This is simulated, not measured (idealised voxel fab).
process module | voxel transistor to metal
cross-section cut | 200 nm wide | cells 5 nm
A cross-section is a grid of square cells, given in bands from the top down. A band is one or more rows of cells.
Each band's line starts with the height of the band's top and of its bottom, in nm. Then come its materials from left to right, each with its width in nm. One material with "throughout" fills the band from edge to edge. "air" is empty space.
Height 0 is the level under which the wafer as received is all one material. The lowest band goes on downwards, as in "0 down".
A width such as "30 to 40" changes by the same amount from each row of cells to the next, from the band's top row to its bottom row.
"no change" after a step means that no cell of the cross-section changed.
closed voids: empty space of 8 cells or more with no open way to the top, each as width x height at its distance from the left edge, in nm
after a step's settings: what the simulator itself notes on the step
overlay nm, on a step with a mask: how far to the right of its planned place the mask lay; to the left if negative
plan
1 op RECEIVE | material Si
2 op CONFORMAL_DEP | material SiO2 | thk nm 5
3 op CONFORMAL_DEP | material SiN | thk nm 15
4 op DIRECTIONAL_DEP | material aC | thk nm 15
5 op PATTERN | tone cover | mask id ACTIVE | material resist | width nm 125 | thk nm 35 | overlay nm 0
6 op DIRECTIONAL_ETCH | etch materials aC | depth nm 15
7 op STRIP | etch materials resist
8 op DIRECTIONAL_ETCH | etch materials SiN | depth nm 15
9 op DIRECTIONAL_ETCH | etch materials SiO2 | depth nm 5
10 op DIRECTIONAL_ETCH | etch materials Si | depth nm 25
11 op STRIP | etch materials aC
12 op OXIDIZE | depth nm 5
13 op FILL_DEP | material SiO2 | thk nm 5
14 op CMP | height nm 20
15 op SELECTIVE_ETCH | etch materials SiO2 | depth nm 5
16 op STRIP | etch materials SiN
17 op SELECTIVE_ETCH | etch materials SiO2 | depth nm 5
18 op OXIDIZE | depth nm 5
19 op DIRECTIONAL_DEP | material polySi | thk nm 30
20 op DIRECTIONAL_DEP | material SiCN | thk nm 15
21 op PATTERN | tone cover | mask id GATE | material resist | width nm 25 | thk nm 15 | overlay nm 0
22 op DIRECTIONAL_ETCH | etch materials SiCN | depth nm 25
23 op DIRECTIONAL_ETCH | etch materials polySi | depth nm 40
24 op STRIP | etch materials resist
25 op CONFORMAL_DEP | material SiO2 | thk nm 5
26 op DIRECTIONAL_ETCH | etch materials SiO2 | depth nm 5
27 op CONFORMAL_DEP | material SiN | thk nm 5
28 op DIRECTIONAL_ETCH | etch materials SiN | depth nm 5
29 op DIRECTIONAL_ETCH | etch materials SiO2 | depth nm 5
30 op DIRECTIONAL_ETCH | etch materials Si | depth nm 15
31 op EPI | material SiGe | thk nm 20
32 op FILL_DEP | material SiO2 | thk nm 10
33 op CMP | height nm 45
34 op DIRECTIONAL_DEP | material SiO2 | thk nm 15
35 op MASKED_ETCH | tone open | mask id CONTACT | width nm 20 | pitch nm 85 | etch materials SiO2 | depth nm 60 | overlay nm 0
36 op CONFORMAL_DEP | material TiN | thk nm 5
37 op FILL_DEP | material Ru | thk nm 10
38 op CMP | height nm 60
39 op CONFORMAL_DEP | material SiCN | thk nm 5
40 op DIRECTIONAL_DEP | material SiO2 | thk nm 25
41 op DIRECTIONAL_DEP | material aC | thk nm 15
42 op PATTERN | tone open | mask id METAL_1 | material resist | width nm 20 | pitch nm 85 | thk nm 30 | overlay nm 0
43 op DIRECTIONAL_ETCH | etch materials aC | depth nm 15
44 op STRIP | etch materials resist
45 op DIRECTIONAL_ETCH | etch materials SiO2 | depth nm 25
46 op DIRECTIONAL_ETCH | etch materials SiCN | depth nm 5
47 op STRIP | etch materials aC
48 op CONFORMAL_DEP | material TiN | thk nm 5
49 op FILL_DEP | material Ru | thk nm 10
50 op CMP | height nm 90
51 op CONFORMAL_DEP | material SiCN | thk nm 5
as received, after step 1
  0 down: Si throughout
  closed voids: none
first wafer at the end, as planned
  95 to 90: SiCN throughout
  90 to 65: SiO2 45 | TiN 5 | Ru 10 | TiN 5 | SiO2 65 | TiN 5 | Ru 10 | TiN 5 | SiO2 50
  65 to 60: SiCN 45 | TiN 20 | SiCN 65 | TiN 20 | SiCN 50
  60 to 45: SiO2 45 | TiN 5 | Ru 10 | TiN 5 | SiO2 65 | TiN 5 | Ru 10 | TiN 5 | SiO2 50
  45 to 30: SiO2 45 | TiN 5 | Ru 10 | TiN 5 | SiO2 10 | SiN 5 | SiO2 5 | SiCN 25 | SiO2 5 | SiN 5 | SiO2 10 | TiN 5 | Ru 10 | TiN 5 | SiO2 50
  30 to 20: SiO2 45 | TiN 5 | Ru 10 | TiN 5 | SiO2 10 | SiN 5 | SiO2 5 | polySi 25 | SiO2 5 | SiN 5 | SiO2 10 | TiN 5 | Ru 10 | TiN 5 | SiO2 50
  20 to 15: SiO2 45 | TiN 20 | SiO2 10 | SiN 5 | SiO2 5 | polySi 25 | SiO2 5 | SiN 5 | SiO2 10 | TiN 20 | SiO2 50
  15 to 10: SiO2 45 | TiN 10 | SiGe 20 | SiN 5 | SiO2 5 | polySi 25 | SiO2 5 | SiN 5 | SiGe 20 | TiN 10 | SiO2 50
  10 to 0: SiO2 35 | SiN 5 | SiO2 5 | TiN 10 | SiGe 20 | SiN 5 | SiO2 5 | polySi 25 | SiO2 5 | SiN 5 | SiGe 20 | TiN 10 | SiO2 5 | SiN 5 | SiO2 40
  0 to -5: SiO2 40 | SiGe 35 | SiO2 45 | SiGe 35 | SiO2 45
  -5 to -20: SiO2 40 | SiGe 35 | Si 45 | SiGe 35 | SiO2 45
  -20 to -30: SiO2 40 | Si 115 | SiO2 45
  -30 down: Si throughout
  closed voids: none
second wafer at the end: like start, like plan, one mistake
  95 to 90: SiCN throughout
  90 to 65: SiO2 45 | TiN 5 | Ru 10 | TiN 5 | SiO2 65 | TiN 5 | Ru 10 | TiN 5 | SiO2 50
  65 to 60: SiCN 45 | TiN 20 | SiCN 65 | TiN 20 | SiCN 50
  60 to 45: SiO2 45 | TiN 5 | Ru 10 | TiN 5 | SiO2 65 | TiN 5 | Ru 10 | TiN 5 | SiO2 50
  45 to 40: SiO2 45 | TiN 5 | Ru 10 | TiN 5 | SiO2 10 | SiN 5 | SiO2 5 | SiCN 25 | SiO2 5 | SiN 5 | SiO2 10 | TiN 5 | Ru 10 | TiN 5 | SiO2 50
  40 to 35: SiO2 45 | TiN 20 | SiO2 10 | SiN 5 | SiO2 5 | SiCN 25 | SiO2 5 | SiN 5 | SiO2 10 | TiN 20 | SiO2 50
  35 to 30: SiO2 35 | SiGe 40 | SiN 5 | SiO2 5 | SiCN 25 | SiO2 5 | SiN 5 | SiGe 40 | SiO2 40
  30 to 20: SiO2 35 | SiGe 40 | SiN 5 | SiO2 5 | polySi 25 | SiO2 5 | SiN 5 | SiGe 40 | SiO2 40
  20 to 10: SiO2 30 | SiGe 45 | SiN 5 | SiO2 5 | polySi 25 | SiO2 5 | SiN 5 | SiGe 45 | SiO2 35
  10 to 5: SiO2 30 | SiGe 5 | SiN 5 | SiGe 35 | SiN 5 | SiO2 5 | polySi 25 | SiO2 5 | SiN 5 | SiGe 35 | SiN 5 | SiGe 5 | SiO2 35
  5 to 0: SiO2 35 | SiN 5 | SiGe 35 | SiN 5 | SiO2 5 | polySi 25 | SiO2 5 | SiN 5 | SiGe 35 | SiN 5 | SiO2 40
  0 to -5: SiO2 40 | SiGe 35 | SiO2 45 | SiGe 35 | SiO2 45
  -5 to -20: SiO2 40 | SiGe 35 | Si 45 | SiGe 35 | SiO2 45
  -20 to -30: SiO2 40 | Si 115 | SiO2 45
  -30 down: Si throughout
  closed voids: none
what went wrong: step 31 was run twice
at the end the second wafer has, in cells: 16 fewer of Ru | 90 more of SiGe | 46 fewer of SiO2 | 28 fewer of TiN
